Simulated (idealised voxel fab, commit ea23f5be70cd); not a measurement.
The process module that follows is named voxel spacer lines.
Square cells of 5 nm make up the cross-section cut, whose width is 175 nm.
In what follows, cross-sections appear as grids of square cells, described through bands that run from the top down, where every band is one or more rows of cells. Each band's line starts with the height of the band's top and of its bottom, in nm. Then come its materials from left to right, each with its width in nm. One material with "throughout" fills the band from edge to edge. "blank" is empty space. Height 0 is the level under which the wafer as received is all one material. The lowest band goes on downwards, as in "z 0 and below". Read "30->40" as a graded width: first number on top, second number at the bottom, same change between each pair of neighbouring rows. You'll sometimes find "identical to before" written for a step, and that's the way of saying that nowhere in the cross-section did a cell change during that step. Empty spaces without an open route to the top, at least 8 cells in extent, make up the entry "Voids lacking openings"; each is given as width x height at distance, where the distance is measured from the left edge, and all are in nm. What comes after the settings on a step's line is commentary from the simulator itself on that step. overlay nm, on a step with a mask: how far to the right of its planned place the mask lay; to the left if negative.
These are the steps we planned for the process
- 1: RECEIVE | material Si
- 2: CONFORMAL_DEP | material Al2O3 | thk nm 5
- 3: DIRECTIONAL_DEP | material SiN | thk nm 10
- 4: DIRECTIONAL_DEP | material polySi | thk nm 30
- 5: PATTERN | tone cover | mask id MANDREL | material resist | width nm 15 | pitch nm 50 | thk nm 35 | overlay nm 0
- 6: DIRECTIONAL_ETCH | etch materials polySi | depth nm 30
- 7: STRIP | etch materials resist
- 8: CONFORMAL_DEP | material SiO2 | thk nm 10
- 9: DIRECTIONAL_ETCH | etch materials SiO2 | depth nm 10
- 10: STRIP | etch materials polySi
- 11: DIRECTIONAL_ETCH | etch materials SiN | depth nm 10
- 12: STRIP | etch materials SiO2
- 13: FILL_DEP | material SiO2 | thk nm 5
- 14: CMP | height nm 15
As received, after step 1
> z 0 and below = Si throughout
> Voids lacking openings: none
First of two wafers, end-of-module section, run followed plan
> z 15 to 5 = SiO2 45 nm, then SiN 10 nm, then SiO2 15 nm, then SiN 10 nm, then SiO2 15 nm, then SiN 10 nm, then SiO2 15 nm, then SiN 10 nm, then SiO2 45 nm
> z 5 to 0 = Al2O3 throughout
> z 0 and below = Si throughout
> Voids lacking openings: none
Here's the second of our two wafers sectioned at module end. Same start as the first, same plan, but one mistake got made running it
> z 15 to 5 = SiO2 40 nm, then SiN 10 nm, then SiO2 25 nm, then SiN 10 nm, then SiO2 5 nm, then SiN 10 nm, then SiO2 25 nm, then SiN 10 nm, then SiO2 40 nm
> z 5 to 0 = Al2O3 throughout
> z 0 and below = Si throughout
> Voids lacking openings: none
Run error: it should be noted that step 5 was executed with settings other than those planned, the operation and settings actually applied being PATTERN | tone cover | mask id MANDREL | material resist | width nm 25 | pitch nm 50 | thk nm 35 | overlay nm 0
Matching per-material cell counts, mismatched positions: that is how the second wafer compares with the first at the end.
